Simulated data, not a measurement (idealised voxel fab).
The name of this process module is voxel ribs on slabs.
In the cross-section labelled cut, the width is 145 nm and each square cell is 5 nm.
A cross-section in this document is a grid of square cells, and it is written down as bands, the top band listed before the ones below it; a band is made up of one or more rows of cells. In this notation a band is specified by the heights of its top and bottom, in that order and in nm, after which its materials appear from left to right, each paired with its width in nm. The word "all across" attached to a single material means that material fills the band from edge to edge; the word "air" stands for empty space. We count height from 0. Below that, the starting wafer is all one material. The lowest band never ends at the bottom but goes on down; see "0 and below" for how that is written. Top row gets the first number, bottom row gets the second, and each row in between changes by the same step: that is how a band width like "30..40" works. When a step is marked "no modifications", none of the cells in the cross-section changed during that step. "Sealed internal voids": empty spaces of 8 cells or more with no open way to the top, each given as width x height at distance, distance from the left edge, all in nm. Past the settings on a step's line: simulator remark, on that step. What "overlay nm" on a step's line means: if the step has a mask, that mask lay this far to the right of its planned place, or, when the value is negative, to the left.

The process steps that were planned are listed below
1: RECEIVE, material Si
2: DIRECTIONAL_DEP, material SiO2, thk nm 25
3: DIRECTIONAL_DEP, material polySi, thk nm 20
4: DIRECTIONAL_DEP, material aC, thk nm 10
5: PATTERN, tone cover, mask id RIB, material resist, width nm 20, thk nm 25, overlay nm 0
6: DIRECTIONAL_ETCH, etch materials aC, depth nm 10
7: STRIP, etch materials resist
8: DIRECTIONAL_ETCH, etch materials polySi, depth nm 15
9: STRIP, etch materials aC
10: DIRECTIONAL_DEP, material aC, thk nm 15
11: PATTERN, tone cover, mask id SLAB, material resist, width nm 60, thk nm 30, overlay nm 0
12: DIRECTIONAL_ETCH, etch materials aC, depth nm 15
13: STRIP, etch materials resist
14: DIRECTIONAL_ETCH, etch materials polySi, depth nm 5
15: STRIP, etch materials aC
16: FILL_DEP, material SiO2, thk nm 20
17: CMP, height nm 55
18: DIRECTIONAL_DEP, material TiN, thk nm 10
19: PATTERN, tone cover, mask id HEATER, material resist, width nm 30, thk nm 20, overlay nm 0
20: DIRECTIONAL_ETCH, etch materials TiN, depth nm 10
21: STRIP, etch materials resist
22: CONFORMAL_DEP, material SiO2, thk nm 10

Cross-sectional view of the wafer in its as-received condition, corresponding to the state after step 1
  0 and below | Si all across
  Sealed internal voids: none

Cross-section: first of two wafers, module finished, run according to plan
  75 down to 65 | air (45); SiO2 (50); air (50)
  65 down to 55 | SiO2 (55); TiN (30); SiO2 (60)
  55 down to 45 | SiO2 all across
  45 down to 30 | SiO2 (60); polySi (20); SiO2 (65)
  30 down to 25 | SiO2 (40); polySi (60); SiO2 (45)
  25 down to 0 | SiO2 all across
  0 and below | Si all across
  Sealed internal voids: none

This cross-section belongs to the second wafer of two at the end of the module; the start and the plan were shared with the first, and the run included one mistake
  75 down to 65 | air (45); SiO2 (50); air (50)
  65 down to 55 | SiO2 (55); TiN (30); SiO2 (60)
  55 down to 45 | SiO2 all across
  45 down to 30 | SiO2 (60); polySi (25); SiO2 (60)
  30 down to 25 | SiO2 (40); polySi (60); SiO2 (45)
  25 down to 0 | SiO2 all across
  0 and below | Si all across
  Sealed internal voids: none
Misprocessing identified: step 5 went in with a setting other than planned; the actual run was PATTERN, tone cover, mask id RIB, material resist, width nm 25, thk nm 25, overlay nm 0
Wafer comparison, final, in cells, second relative to first, materials more or fewer: SiO2 -3; polySi +3
